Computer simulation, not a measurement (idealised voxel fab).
Name of the process module below: voxel self aligned contacts
Square cells of 5 nm make up the cross-section cut, whose width is 250 nm.
Notation: cross-section as square-cell grid; stated in bands, top first, going down; one or more cell rows per band. Each band's line starts with the height of the band's top and of its bottom, in nm. Then come its materials from left to right, each with its width in nm. One material with "throughout" fills the band from edge to edge. "blank" is empty space. The level at which height equals 0 is the one under which the wafer, as it arrives, is entirely one material. No lower edge exists for the bottom band, which continues downward and is notated as in "top 0, no bottom". Note: "30 to 40" means the width goes from the first number (top row of the band) to the second number (bottom row) in equal steps per row of cells. Where the words "left unchanged" appear for a step, the cross-section shows no cell changed by that step; every cell remained as before. The list in "Trapped voids" covers empty spaces of 8 cells or more that cannot reach the top through any open way, and it gives each as width x height at distance; the distance is from the left edge, and width, height and distance are in nm. Read whatever lies past the settings on a step's line as the simulator's own remark about the step. overlay nm: right-of-plan distance of the mask on a masked step; negative values mean left-of-plan.

The steps planned for the process are as follows
1,RECEIVE with material Si
2,OXIDIZE with depth nm 5
3,DIRECTIONAL_DEP with material polySi, thk nm 25
4,DIRECTIONAL_DEP with material SiN, thk nm 15
5,PATTERN with tone cover, mask id GATE, material resist, width nm 35, pitch nm 60, thk nm 20, overlay nm 0
6,DIRECTIONAL_ETCH with etch materials SiN, depth nm 15
7,DIRECTIONAL_ETCH with etch materials polySi, depth nm 25
8,STRIP with etch materials resist
9,CONFORMAL_DEP with material SiN, thk nm 5
10,DIRECTIONAL_ETCH with etch materials SiN, depth nm 5
11,FILL_DEP with material SiO2, thk nm 20
12,CMP with height nm 50
13,DIRECTIONAL_DEP with material aC, thk nm 10
14,PATTERN with tone open, mask id CONTACT, material resist, width nm 45, thk nm 30, overlay nm 0
15,DIRECTIONAL_ETCH with etch materials aC, depth nm 10
16,STRIP with etch materials resist
17,DIRECTIONAL_ETCH with etch materials SiO2, depth nm 55
18,STRIP with etch materials aC
19,CONFORMAL_DEP with material TiN, thk nm 5
20,FILL_DEP with material W, thk nm 5
21,CMP with height nm 50
22,CONFORMAL_DEP with material SiN, thk nm 5

Wafer cross-section on receipt, i.e. after step 1
	top 0, no bottom: Si throughout
	Trapped voids: none

Run as planned - first of the two wafers cross-sectioned at the end of the module
	top 55, bottom 50: SiN throughout
	top 50, bottom 40: 100 of SiO2 | 5 to 20 of TiN | 35 to 5 of W | 5 to 20 of TiN | 105 of SiO2
	top 40, bottom 25: 70 of SiO2 | 45 of SiN | 5 of TiN | 5 of W | 5 of TiN | 45 of SiN | 75 of SiO2
	top 25, bottom 0: 70 of SiO2 | 5 of SiN | 35 of polySi | 5 of SiN | 5 of TiN | 5 of W | 5 of TiN | 5 of SiN | 35 of polySi | 5 of SiN | 75 of SiO2
	top 0, bottom -5: 115 of SiO2 | 15 of TiN | 120 of SiO2
	top -5, no bottom: Si throughout
	Trapped voids: none

The second wafer, shown in cross-section after the module: started the same way as the first and given the same plan, yet one mistake crept into how it was run
	top 55, bottom 50: SiN throughout
	top 50, bottom 40: 100 of SiO2 | 5 to 15 of TiN | 35 to 15 of W | 5 to 15 of TiN | 105 of SiO2
	top 40, bottom 25: 75 of SiO2 | 35 of SiN | 5 of TiN | 15 of W | 5 of TiN | 35 of SiN | 80 of SiO2
	top 25, bottom 0: 75 of SiO2 | 5 of SiN | 25 of polySi | 5 of SiN | 5 of TiN | 15 of W | 5 of TiN | 5 of SiN | 25 of polySi | 5 of SiN | 80 of SiO2
	top 0, bottom -5: 110 of SiO2 | 25 of TiN | 115 of SiO2
	top -5, no bottom: Si throughout
	Trapped voids: none
Which mistake was made when the wafer was run? it should be noted that step 5 was executed with settings other than those planned, the operation and settings actually applied being PATTERN with tone cover, mask id GATE, material resist, width nm 25, pitch nm 60, thk nm 20, overlay nm 0
Upon completion, the second wafer contains, in terms of cells, a greater or smaller amount of certain materials than the first wafer: -12 SiN | +14 SiO2 | +18 W | -20 polySi
